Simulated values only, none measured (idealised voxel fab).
This section sets out a process module, namely voxel ribs on slabs.
Cross-section cut: width 235 nm, square cells of 5 nm.
Reading order for cross-sections: top band down to bottom band. Underlying form: a grid of square cells. Band size: one or more rows of cells.
Band: top and bottom heights (nm) first, top before bottom; then materials from left to right, widths in nm. "all across" marks a sole material filling the band edge to edge. "air" denotes empty space.
Heads up on the height convention: 0 is the point under which the incoming wafer is all one material, and the lowest band has no bottom, it just keeps going down, like "top 0, no bottom".
A width such as "30 to 40" changes by the same amount from each row of cells to the next, from the band's top row to its bottom row.
Take "no alterations made" at face value: in the step it is given for, the cross-section changed in none of its cells.
Enclosed voids (no open way to top), threshold 8 cells or more, entry "Enclosed void list", notation width x height at distance, distance from left edge, nm.
It should be noted that, on the line of a given step, the content following the step's settings is a remark produced by the simulator itself with respect to that step.
"overlay nm" on a masked step: distance the mask lay right of its planned place, negative for left.
## The process steps that were planned are listed below
1: RECEIVE, material Si
2: DIRECTIONAL_DEP, material SiO2, thk nm 20
3: DIRECTIONAL_DEP, material SiN, thk nm 25
4: DIRECTIONAL_DEP, material aC, thk nm 5
5: PATTERN, tone cover, mask id RIB, material resist, width nm 30, thk nm 35, overlay nm 0
6: DIRECTIONAL_ETCH, etch materials aC, depth nm 15
7: STRIP, etch materials resist
8: DIRECTIONAL_ETCH, etch materials SiN, depth nm 5
9: STRIP, etch materials aC
10: MASKED_ETCH, tone cover, mask id SLAB, width nm 60, etch materials SiN, depth nm 20, overlay nm 0
11: FILL_DEP, material SiO2, thk nm 15
12: CMP, height nm 55
13: DIRECTIONAL_DEP, material TiN, thk nm 5
14: PATTERN, tone cover, mask id HEATER, material resist, width nm 40, thk nm 20, overlay nm 0
15: DIRECTIONAL_ETCH, etch materials TiN, depth nm 5
16: STRIP, etch materials resist
17: CONFORMAL_DEP, material SiN, thk nm 5
Wafer-to-wafer difference: thk nm, step 4. Common start. Plan = first wafer's value.
## Sectional view: first of several wafers, as received, after step 1
- top 0, no bottom: Si all across
- Enclosed void list: none
## Where each wafer stands at the end of the module, a row apiece: cells of each material gained (+) or lost (-) since it was received, then closed voids
thk nm 5, +103 SiN, +463 SiO2, +8 TiN, Enclosed void list: none
thk nm 10, +103 SiN, +463 SiO2, +8 TiN, Enclosed void list: none
thk nm 15, +103 SiN, +463 SiO2, +8 TiN, Enclosed void list: none
thk nm 20, +144 SiN, +422 SiO2, +8 TiN, Enclosed void list: none
thk nm 25, +144 SiN, +422 SiO2, +8 TiN, Enclosed void list: none
thk nm 30, +144 SiN, +422 SiO2, +8 TiN, Enclosed void list: none
